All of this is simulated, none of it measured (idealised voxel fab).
Process module, titled voxel quadruple lines
It is cross-section cut that appears here, measuring 275 nm in width, its square cells being 5 nm in size.
A cross-section is a grid of square cells, given in bands from the top down. A band is one or more rows of cells. The band entry comprises the height of the band's top followed by the height of its bottom, expressed in nm, and subsequently the band's materials from left to right, each stated together with its width in nm. Where a single material is marked with the word "edge to edge", that material fills the band from edge to edge. The word "blank" represents empty space. Beneath 0, the wafer as received is one material, and that level is where height counting begins. The lowest band goes on downward without a bottom; it is written like "top 0, no bottom". Width "30..40": first value at the band's top row of cells, second value at its bottom row, equal change from row to row. "remained the same", as given for a step, is the statement that not any cell of the cross-section underwent a change during that step. Empty spaces counting at least 8 cells and having no open way to the top are listed in "Closed void roster". The notation width x height at distance is used for each, the distance being from the left edge and all three values in nm. That trailing text on a step's line, after the settings, is the simulator's own remark on the step. When a step includes a mask, the "overlay nm" setting on its line states how far to the right of its planned place that mask lay, and negative values state how far to the left.

[Process steps (planned)]
| 1 | op RECEIVE | material Si |
| 2 | op CONFORMAL_DEP | material SiO2 | thk nm 5 |
| 3 | op DIRECTIONAL_DEP | material Ru | thk nm 15 |
| 4 | op DIRECTIONAL_DEP | material polySi | thk nm 20 |
| 5 | op DIRECTIONAL_DEP | material aC | thk nm 20 |
| 6 | op PATTERN | tone cover | mask id MANDREL | material resist | width nm 30 | thk nm 30 | overlay nm 0 |
| 7 | op DIRECTIONAL_ETCH | etch materials aC | depth nm 20 |
| 8 | op STRIP | etch materials resist |
| 9 | op CONFORMAL_DEP | material SiO2 | thk nm 10 |
| 10 | op DIRECTIONAL_ETCH | etch materials SiO2 | depth nm 10 |
| 11 | op STRIP | etch materials aC |
| 12 | op DIRECTIONAL_ETCH | etch materials polySi | depth nm 20 |
| 13 | op STRIP | etch materials SiO2 |
| 14 | op CONFORMAL_DEP | material SiN | thk nm 10 |
| 15 | op DIRECTIONAL_ETCH | etch materials SiN | depth nm 10 |
| 16 | op STRIP | etch materials polySi |
| 17 | op DIRECTIONAL_ETCH | etch materials Ru | depth nm 15 |
| 18 | op STRIP | etch materials SiN |

[As received (post step 1): cross-section]
    top 0, no bottom  Si edge to edge
    Closed void roster: none

[End-of-module XS, first of two wafers, run as planned]
    top 20, bottom 5  blank=100, then Ru=10, then blank=10, then Ru=10, then blank=10, then Ru=10, then blank=10, then Ru=10, then blank=105
    top 5, bottom 0  SiO2 edge to edge
    top 0, no bottom  Si edge to edge
    Closed void roster: none

[Here's the second of our two wafers sectioned at module end. Same start as the first, same plan, but one mistake got made running it]
    top 60, bottom 40  blank=120, then aC=30, then blank=125
    top 40, bottom 20  blank=120, then polySi=30, then blank=125
    top 20, bottom 5  blank=110, then Ru=50, then blank=115
    top 5, bottom 0  SiO2 edge to edge
    top 0, no bottom  Si edge to edge
    Closed void roster: none
Short version of what went wrong: step 11 did not happen as planned, as run it was op STRIP | etch materials SiO2
Per the end-of-run cell counts, the second wafer holds more or fewer of some materials than the first: 6 more of Ru | 24 more of aC | 24 more of polySi
